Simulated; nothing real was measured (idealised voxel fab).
process module | voxel self aligned vias
cross-section cut | 300 nm wide | cells 5 nm
A cross-section is a grid of square cells, given in bands from the top down. A band is one or more rows of cells.
Each band's line starts with the height of the band's top and of its bottom, in nm. Then come its materials from left to right, each with its width in nm. One material with "throughout" fills the band from edge to edge. "air" is empty space.
Height 0 is the level under which the wafer as received is all one material. The lowest band goes on downwards, as in "0 down".
A width such as "30 to 40" changes by the same amount from each row of cells to the next, from the band's top row to its bottom row.
"no change" after a step means that no cell of the cross-section changed.
closed voids: empty space of 8 cells or more with no open way to the top, each as width x height at its distance from the left edge, in nm
after a step's settings: what the simulator itself notes on the step
overlay nm, on a step with a mask: how far to the right of its planned place the mask lay; to the left if negative
plan
1 op RECEIVE | material Si
2 op CONFORMAL_DEP | material SiO2 | thk nm 15
3 op CONFORMAL_DEP | material SiCN | thk nm 5
4 op DIRECTIONAL_DEP | material SiO2 | thk nm 25
5 op PATTERN | tone open | mask id LINES | material resist | width nm 20 | pitch nm 60 | thk nm 15 | overlay nm 0
6 op DIRECTIONAL_ETCH | etch materials SiO2 | depth nm 25
7 op STRIP | etch materials resist
8 op CONFORMAL_DEP | material TiN | thk nm 5
9 op FILL_DEP | material W | thk nm 10
10 op CMP | height nm 45
11 op SELECTIVE_ETCH | etch materials W Ru TiN | depth nm 5
12 op FILL_DEP | material SiN | thk nm 5
13 op CMP | height nm 45
14 op DIRECTIONAL_DEP | material SiO2 | thk nm 20
15 op DIRECTIONAL_DEP | material aC | thk nm 10
16 op PATTERN | tone open | mask id VIAS | material resist | width nm 40 | pitch nm 60 | thk nm 30 | overlay nm 0
17 op DIRECTIONAL_ETCH | etch materials aC | depth nm 10
18 op STRIP | etch materials resist
19 op DIRECTIONAL_ETCH | etch materials SiO2 | depth nm 20
20 op DIRECTIONAL_ETCH | etch materials SiN | depth nm 5
21 op STRIP | etch materials aC
22 op CONFORMAL_DEP | material TiN | thk nm 5
23 op FILL_DEP | material Ru | thk nm 10
24 op CMP | height nm 65
25 op CONFORMAL_DEP | material SiN | thk nm 5
as received, after step 1
  0 down: Si throughout
  closed voids: none
first wafer at the end, as planned
  70 to 65: SiN throughout
  65 to 50: SiO2 70 | TiN 5 | Ru 30 | TiN 5 | SiO2 20 | TiN 5 | Ru 30 | TiN 5 | SiO2 20 | TiN 5 | Ru 30 | TiN 5 | SiO2 70
  50 to 45: SiO2 70 | TiN 15 | Ru 10 | TiN 15 | SiO2 20 | TiN 15 | Ru 10 | TiN 15 | SiO2 20 | TiN 15 | Ru 10 | TiN 15 | SiO2 70
  45 to 40: SiO2 80 | TiN 20 | SiO2 40 | TiN 20 | SiO2 40 | TiN 20 | SiO2 80
  40 to 25: SiO2 80 | TiN 5 | W 10 | TiN 5 | SiO2 40 | TiN 5 | W 10 | TiN 5 | SiO2 40 | TiN 5 | W 10 | TiN 5 | SiO2 80
  25 to 20: SiO2 80 | TiN 20 | SiO2 40 | TiN 20 | SiO2 40 | TiN 20 | SiO2 80
  20 to 15: SiCN throughout
  15 to 0: SiO2 throughout
  0 down: Si throughout
  closed voids: none
second wafer at the end: like start, like plan, one mistake
  70 to 65: SiN throughout
  65 to 50: SiO2 70 | TiN 5 | Ru 30 | TiN 5 | SiO2 20 | TiN 5 | Ru 30 | TiN 5 | SiO2 20 | TiN 5 | Ru 30 | TiN 5 | SiO2 70
  50 to 45: SiO2 70 | TiN 15 | Ru 10 | TiN 15 | SiO2 20 | TiN 15 | Ru 10 | TiN 15 | SiO2 20 | TiN 15 | Ru 10 | TiN 15 | SiO2 70
  45 to 35: SiO2 80 | TiN 20 | SiO2 40 | TiN 20 | SiO2 40 | TiN 20 | SiO2 80
  35 to 30: SiCN throughout
  30 to 0: SiO2 throughout
  0 down: Si throughout
  closed voids: none
what went wrong: step 2 was run twice
at the end the second wafer has, in cells: 36 more of SiO2 | 18 fewer of TiN | 18 fewer of W
